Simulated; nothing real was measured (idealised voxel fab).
The name of this process module is voxel transistor to metal.
The cross-section on display is named cut; it measures 140 nm wide, and its cells are 5 nm squares.
Cross-section layout: square cells on a grid; listed as bands, top to bottom; a band spans one or more cell rows.
For a band, the entry starts with two heights in nm, that of the top and then that of the bottom, and carries on with the band's materials in order from left to right, each alongside its width in nm; the word "all across" beside a single material means it fills the band edge to edge, and "empty" means empty space.
All heights in this document are referenced to 0, defined as the level beneath which the wafer, as received, consists entirely of one material. The lowest band is not bounded below; it extends indefinitely downward and is written in the form "from 0 down".
Note: "30->40" means the width goes from the first number (top row of the band) to the second number (bottom row) in equal steps per row of cells.
The cross-section has no changed cell in any step marked "no change".
Listed in "Closed void entries": every empty space of 8 or more cells without an open way to the top. Form: width x height at distance, the distance being from the left edge, all in nm.
Anything after a step's settings on that line? It's the simulator's own note about the step.
When a step includes a mask, the "overlay nm" setting on its line states how far to the right of its planned place that mask lay, and negative values state how far to the left.
Set out below are the planned steps of the process
1) RECEIVE [material Si]
2) CONFORMAL_DEP [material SiO2] [thk nm 5]
3) CONFORMAL_DEP [material SiN] [thk nm 10]
4) PATTERN [tone cover] [mask id ACTIVE] [material resist] [width nm 100] [thk nm 15] [overlay nm 0]
5) DIRECTIONAL_ETCH [etch materials SiN] [depth nm 10]
6) DIRECTIONAL_ETCH [etch materials SiO2] [depth nm 5]
7) DIRECTIONAL_ETCH [etch materials Si] [depth nm 35]
8) STRIP [etch materials resist]
9) FILL_DEP [material SiO2] [thk nm 10]
10) CMP [height nm 15]
11) SELECTIVE_ETCH [etch materials SiO2] [depth nm 5]
12) STRIP [etch materials SiN]
13) SELECTIVE_ETCH [etch materials SiO2] [depth nm 5]
14) OXIDIZE [depth nm 5]
15) DIRECTIONAL_DEP [material polySi] [thk nm 20]
16) DIRECTIONAL_DEP [material SiCN] [thk nm 10]
17) PATTERN [tone cover] [mask id GATE] [material resist] [width nm 30] [thk nm 20] [overlay nm 0]
18) DIRECTIONAL_ETCH [etch materials SiCN] [depth nm 20]
19) DIRECTIONAL_ETCH [etch materials polySi] [depth nm 30]
20) STRIP [etch materials resist]
21) CONFORMAL_DEP [material SiO2] [thk nm 5]
22) DIRECTIONAL_ETCH [etch materials SiO2] [depth nm 5]
23) CONFORMAL_DEP [material SiN] [thk nm 10]
24) DIRECTIONAL_ETCH [etch materials SiN] [depth nm 10]
25) DIRECTIONAL_ETCH [etch materials SiO2] [depth nm 5]
26) DIRECTIONAL_ETCH [etch materials Si] [depth nm 15]
27) EPI [material nSi] [thk nm 15]
28) FILL_DEP [material SiO2] [thk nm 10]
29) CMP [height nm 20]
30) STRIP [etch materials polySi]
31) SELECTIVE_ETCH [etch materials SiO2] [depth nm 5]
32) CONFORMAL_DEP [material HfO2] [thk nm 5]
33) CONFORMAL_DEP [material TiN] [thk nm 5]
34) FILL_DEP [material W] [thk nm 10]
35) CMP [height nm 15]
36) DIRECTIONAL_DEP [material SiO2] [thk nm 10]
37) MASKED_ETCH [tone open] [mask id CONTACT] [width nm 15] [pitch nm 75] [etch materials SiO2] [depth nm 15] [overlay nm 0]
38) CONFORMAL_DEP [material TiN] [thk nm 5]
39) FILL_DEP [material Ru] [thk nm 10]
40) CMP [height nm 25]
41) DIRECTIONAL_DEP [material TiN] [thk nm 5]
42) DIRECTIONAL_DEP [material Ru] [thk nm 25]
43) MASKED_ETCH [tone cover] [mask id METAL_1] [width nm 15] [pitch nm 75] [etch materials Ru] [depth nm 25] [overlay nm 0]
44) MASKED_ETCH [tone cover] [mask id METAL_1] [width nm 15] [pitch nm 75] [etch materials TiN] [depth nm 5] [overlay nm 0]
45) FILL_DEP [material lowk] [thk nm 5]
46) CMP [height nm 55]
47) CONFORMAL_DEP [material SiCN] [thk nm 5]
48) DIRECTIONAL_DEP [material SiO2] [thk nm 30]
49) DIRECTIONAL_DEP [material aC] [thk nm 15]
50) PATTERN [tone open] [mask id METAL_2] [material resist] [width nm 15] [pitch nm 75] [thk nm 35] [overlay nm 0]
51) DIRECTIONAL_ETCH [etch materials aC] [depth nm 15]
52) STRIP [etch materials resist]
53) DIRECTIONAL_ETCH [etch materials SiO2] [depth nm 15]
54) STRIP [etch materials aC]
55) PATTERN [tone open] [mask id METAL_2_HOLES] [material resist] [width nm 15] [pitch nm 75] [thk nm 20] [overlay nm 0]
56) DIRECTIONAL_ETCH [etch materials SiO2] [depth nm 15]
57) DIRECTIONAL_ETCH [etch materials SiCN] [depth nm 5]
58) STRIP [etch materials resist]
59) CONFORMAL_DEP [material TiN] [thk nm 5]
60) FILL_DEP [material Cu] [thk nm 5]
61) CMP [height nm 90]
62) CONFORMAL_DEP [material SiN] [thk nm 5]
Wafer at receipt (post step 1), cross-section
- from 0 down  Si all across
- Closed void entries: none
Wafer cross-section at module end: first of two, run to plan
- from 95 to 90  SiN all across
- from 90 to 60  25 SiO2 | 5 TiN | 5 Cu | 5 TiN | 60 SiO2 | 5 TiN | 5 Cu | 5 TiN | 25 SiO2
- from 60 to 55  25 SiCN | 15 TiN | 60 SiCN | 15 TiN | 25 SiCN
- from 55 to 30  25 lowk | 15 Ru | 60 lowk | 15 Ru | 25 lowk
- from 30 to 25  25 lowk | 15 TiN | 60 lowk | 15 TiN | 25 lowk
- from 25 to 15  25 SiO2 | 5 TiN | 5 Ru | 5 TiN | 60 SiO2 | 5 TiN | 5 Ru | 5 TiN | 25 SiO2
- from 15 to 10  25 SiO2 | 15 TiN | 10 SiN | 5 HfO2 | 5 TiN | 20 W | 5 TiN | 5 HfO2 | 10 SiN | 15 TiN | 25 SiO2
- from 10 to 5  25 SiO2 | 15 nSi | 10 SiN | 5 HfO2 | 5 TiN | 20 W | 5 TiN | 5 HfO2 | 10 SiN | 15 nSi | 25 SiO2
- from 5 to 0  20 SiO2 | 10 SiN | 10 nSi | 10 SiN | 5 HfO2 | 30 TiN | 5 HfO2 | 10 SiN | 10 nSi | 10 SiN | 20 SiO2
- from 0 to -5  30 SiO2 | 10 nSi | 10 SiO2 | 40 HfO2 | 10 SiO2 | 10 nSi | 30 SiO2
- from -5 to -20  20 SiO2 | 10 Si | 10 nSi | 60 Si | 10 nSi | 10 Si | 20 SiO2
- from -20 to -35  20 SiO2 | 100 Si | 20 SiO2
- from -35 down  Si all across
- Closed void entries: none
Here is the second of the two wafers cut open at the end of the module - same start, same plan as the first one, but we made one mistake running it
- from 95 to 90  SiN all across
- from 90 to 60  25 SiO2 | 5 TiN | 5 Cu | 5 TiN | 60 SiO2 | 5 TiN | 5 Cu | 5 TiN | 25 SiO2
- from 60 to 55  25 SiCN | 15 TiN | 60 SiCN | 15 TiN | 25 SiCN
- from 55 to 30  25 lowk | 15 Ru | 60 lowk | 15 Ru | 25 lowk
- from 30 to 25  25 lowk | 15 TiN | 60 lowk | 15 TiN | 25 lowk
- from 25 to 15  Ru all across
- from 15 to 10  40 SiO2 | 10 SiN | 5 HfO2 | 5 TiN | 20 W | 5 TiN | 5 HfO2 | 10 SiN | 40 SiO2
- from 10 to 5  25 SiO2 | 15 nSi | 10 SiN | 5 HfO2 | 5 TiN | 20 W | 5 TiN | 5 HfO2 | 10 SiN | 15 nSi | 25 SiO2
- from 5 to 0  20 SiO2 | 10 SiN | 10 nSi | 10 SiN | 5 HfO2 | 30 TiN | 5 HfO2 | 10 SiN | 10 nSi | 10 SiN | 20 SiO2
- from 0 to -5  30 SiO2 | 10 nSi | 10 SiO2 | 40 HfO2 | 10 SiO2 | 10 nSi | 30 SiO2
- from -5 to -20  20 SiO2 | 10 Si | 10 nSi | 60 Si | 10 nSi | 10 Si | 20 SiO2
- from -20 to -35  20 SiO2 | 100 Si | 20 SiO2
- from -35 down  Si all across
- Closed void entries: none
What went wrong in running the wafer? in deviation from the planned setting, step 36 was conducted as DIRECTIONAL_DEP [material Ru] [thk nm 10]
Cell-count delta at end, second wafer over first, by material: Ru +52; SiO2 -38; TiN -14
